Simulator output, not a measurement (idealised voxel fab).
process module | voxel gate over fins
cross-section cut | 220 nm wide | cells 5 nm
A cross-section is a grid of square cells, given in bands from the top down. A band is one or more rows of cells.
Each band's line starts with the height of the band's top and of its bottom, in nm. Then come its materials from left to right, each with its width in nm. One material with "throughout" fills the band from edge to edge. "air" is empty space.
Height 0 is the level under which the wafer as received is all one material. The lowest band goes on downwards, as in "0 down".
A width such as "30 to 40" changes by the same amount from each row of cells to the next, from the band's top row to its bottom row.
"no change" after a step means that no cell of the cross-section changed.
closed voids: empty space of 8 cells or more with no open way to the top, each as width x height at its distance from the left edge, in nm
after a step's settings: what the simulator itself notes on the step
overlay nm, on a step with a mask: how far to the right of its planned place the mask lay; to the left if negative
plan
1 op RECEIVE | material Si
2 op CONFORMAL_DEP | material SiN | thk nm 10
3 op PATTERN | tone cover | mask id FINS | material resist | width nm 15 | pitch nm 50 | thk nm 20 | overlay nm 0
4 op DIRECTIONAL_ETCH | etch materials SiN | depth nm 10
5 op DIRECTIONAL_ETCH | etch materials Si | depth nm 40
6 op STRIP | etch materials resist
7 op OXIDIZE | depth nm 5
8 op FILL_DEP | material SiO2 | thk nm 5
9 op CMP | height nm 10
10 op DIRECTIONAL_DEP | material aC | thk nm 10
11 op PATTERN | tone open | mask id RAIL | material resist | width nm 15 | thk nm 25 | overlay nm 0
12 op DIRECTIONAL_ETCH | etch materials aC | depth nm 10
13 op STRIP | etch materials resist
14 op DIRECTIONAL_ETCH | etch materials SiO2 | depth nm 45
15 op STRIP | etch materials aC
16 op CONFORMAL_DEP | material TiN | thk nm 5
17 op FILL_DEP | material W | thk nm 10
18 op CMP | height nm 10
19 op SELECTIVE_ETCH | etch materials W Ru TiN | depth nm 30
20 op FILL_DEP | material SiO2 | thk nm 5
21 op CMP | height nm 10
22 op SELECTIVE_ETCH | etch materials SiO2 | depth nm 20
23 op STRIP | etch materials SiN
24 op CONFORMAL_DEP | material HfO2 | thk nm 5
25 op CONFORMAL_DEP | material TiN | thk nm 5
26 op FILL_DEP | material W | thk nm 15
27 op CMP | height nm 20
28 op CONFORMAL_DEP | material SiCN | thk nm 5
as received, after step 1
  0 down: Si throughout
  closed voids: none
a wafer at the end: this start, this plan, one mistake
  25 to 20: SiCN throughout
  20 to 10: W throughout
  10 to 5: W 20 | TiN 25 | W 25 | TiN 25 | W 25 | TiN 25 | W 25 | TiN 25 | W 25
  5 to 0: W 20 | TiN 5 | HfO2 15 | TiN 5 | W 25 | TiN 5 | HfO2 15 | TiN 5 | W 25 | TiN 5 | HfO2 15 | TiN 5 | W 25 | TiN 5 | HfO2 15 | TiN 5 | W 25
  0 to -5: TiN 25 | HfO2 5 | Si 5 | HfO2 5 | TiN 35 | HfO2 5 | Si 5 | HfO2 5 | TiN 35 | HfO2 5 | Si 5 | HfO2 5 | TiN 35 | HfO2 5 | Si 5 | HfO2 5 | TiN 30
  -5 to -10: HfO2 30 | Si 5 | HfO2 45 | Si 5 | HfO2 45 | Si 5 | HfO2 45 | Si 5 | HfO2 35
  -10 to -20: SiO2 30 | Si 5 | SiO2 45 | Si 5 | SiO2 45 | Si 5 | SiO2 45 | Si 5 | SiO2 35
  -20 to -30: SiO2 30 | Si 5 | SiO2 10 | TiN 5 | W 15 | TiN 5 | SiO2 10 | Si 5 | SiO2 45 | Si 5 | SiO2 45 | Si 5 | SiO2 35
  -30 to -35: SiO2 30 | Si 5 | SiO2 10 | TiN 25 | SiO2 10 | Si 5 | SiO2 45 | Si 5 | SiO2 45 | Si 5 | SiO2 35
  -35 to -45: SiO2 30 | Si 5 | SiO2 45 | Si 5 | SiO2 45 | Si 5 | SiO2 45 | Si 5 | SiO2 35
  -45 down: Si throughout
  closed voids: none
what went wrong: step 11 ran as: op PATTERN | tone open | mask id RAIL | material resist | width nm 25 | thk nm 25 | overlay nm 0
